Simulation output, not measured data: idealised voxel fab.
voxel capacitor over wiring: a process module
Pictured: cross-section cut, 155 nm wide, on a grid of 5 nm square cells.
When this document writes out a cross-section, it uses a grid of square cells and lists it as bands, beginning at the top and moving down, with a band standing for one or more rows of cells.
A band entry consists of two parts. The first gives the height of the band's top and the height of its bottom, in nm. The rest lists the band's materials from left to right, each with its width in nm. A single material labelled with the word "edge to edge" fills the band from edge to edge, and the word "empty" marks empty space.
Heights from 0 (as-received wafer is one material below). Bottom band endless downward, as "top 0, no bottom".
A width such as "30..40" changes by the same amount from each row of cells to the next, from the band's top row to its bottom row.
Where the words "nothing altered" appear for a step, the cross-section shows no cell changed by that step; every cell remained as before.
Entry "Trapped void list" = empty spaces >= 8 cells with no open way to the top; each as width x height at distance, distance from left edge, all nm.
Heads up: the bit after the settings on a step's line is the simulator's remark on that step.
"overlay nm", when on a step's line for a step with a mask, measures how far to the right of its planned place the mask lay; a negative measure means to the left.

LISTED BELOW ARE THE PROCESS STEPS AS PLANNED
1) RECEIVE with material Si
2) CONFORMAL_DEP with material SiO2, thk nm 10
3) CONFORMAL_DEP with material SiN, thk nm 5
4) DIRECTIONAL_DEP with material SiO2, thk nm 25
5) DIRECTIONAL_DEP with material aC, thk nm 10
6) PATTERN with tone open, mask id METAL_1, material resist, width nm 25, pitch nm 80, thk nm 25, overlay nm 0
7) DIRECTIONAL_ETCH with etch materials aC, depth nm 10
8) STRIP with etch materials resist
9) DIRECTIONAL_ETCH with etch materials SiO2, depth nm 25
10) DIRECTIONAL_ETCH with etch materials SiN, depth nm 5
11) STRIP with etch materials aC
12) CONFORMAL_DEP with material TiN, thk nm 5
13) FILL_DEP with material Cu, thk nm 5
14) CMP with height nm 40
15) CONFORMAL_DEP with material SiCN, thk nm 5
16) DIRECTIONAL_DEP with material lowk, thk nm 15
17) DIRECTIONAL_DEP with material aC, thk nm 15
18) PATTERN with tone open, mask id PLUG_1, material resist, width nm 15, thk nm 30, overlay nm 0
19) DIRECTIONAL_ETCH with etch materials aC, depth nm 15
20) STRIP with etch materials resist
21) DIRECTIONAL_ETCH with etch materials lowk, depth nm 15
22) DIRECTIONAL_ETCH with etch materials SiCN, depth nm 5
23) STRIP with etch materials aC
24) EPI with material Ru, thk nm 10
25) EPI with material Ru, thk nm 10
26) DIRECTIONAL_DEP with material TiN, thk nm 5
27) DIRECTIONAL_DEP with material Al2O3, thk nm 5
28) DIRECTIONAL_DEP with material TiN, thk nm 5
29) PATTERN with tone cover, mask id UPPER_PLATE, material resist, width nm 60, thk nm 15, overlay nm 0
30) DIRECTIONAL_ETCH with etch materials TiN, depth nm 5
31) DIRECTIONAL_ETCH with etch materials Al2O3, depth nm 5
32) STRIP with etch materials resist
33) MASKED_ETCH with tone cover, mask id LOWER_PLATE, width nm 70, etch materials TiN, depth nm 5, overlay nm 0
34) FILL_DEP with material SiO2, thk nm 15
35) CMP with height nm 85
36) PATTERN with tone open, mask id PLUG_2, material resist, width nm 15, thk nm 15, overlay nm 0
37) DIRECTIONAL_ETCH with etch materials SiO2, depth nm 10
38) STRIP with etch materials resist
39) CONFORMAL_DEP with material TiN, thk nm 5
40) FILL_DEP with material W, thk nm 5
41) CMP with height nm 85
42) CONFORMAL_DEP with material SiN, thk nm 5

AS-RECEIVED STATE OF THE WAFER IN CROSS-SECTION, EQUIVALENT TO POST-STEP 1
	top 0, no bottom  Si edge to edge
	Trapped void list: none

WAFER CROSS-SECTION AT END OF MODULE: START AND PLAN AS SHOWN ABOVE, ONE EXECUTION ERROR
	top 90, bottom 85  SiN edge to edge
	top 85, bottom 80  SiO2 (45), TiN (5), W (5), TiN (5), SiO2 (95)
	top 80, bottom 70  SiO2 (45..35), TiN (15..60), SiO2 (95..60)
	top 70, bottom 65  SiO2 (35), Al2O3 (60), SiO2 (60)
	top 65, bottom 60  SiO2 (30), TiN (70), SiO2 (55)
	top 60, bottom 45  lowk (40), Ru (15), lowk (100)
	top 45, bottom 40  SiCN (40), Ru (15), SiCN (100)
	top 40, bottom 15  SiO2 (25), TiN (5), Cu (15), TiN (5), SiO2 (55), TiN (5), Cu (15), TiN (5), SiO2 (25)
	top 15, bottom 10  SiN (25), TiN (25), SiN (55), TiN (25), SiN (25)
	top 10, bottom 0  SiO2 edge to edge
	top 0, no bottom  Si edge to edge
	Trapped void list: none
Short version of what went wrong: planned and actual differ for step 18; actual: PATTERN with tone open, mask id PLUG_1, material resist, width nm 15, thk nm 30, overlay nm 5
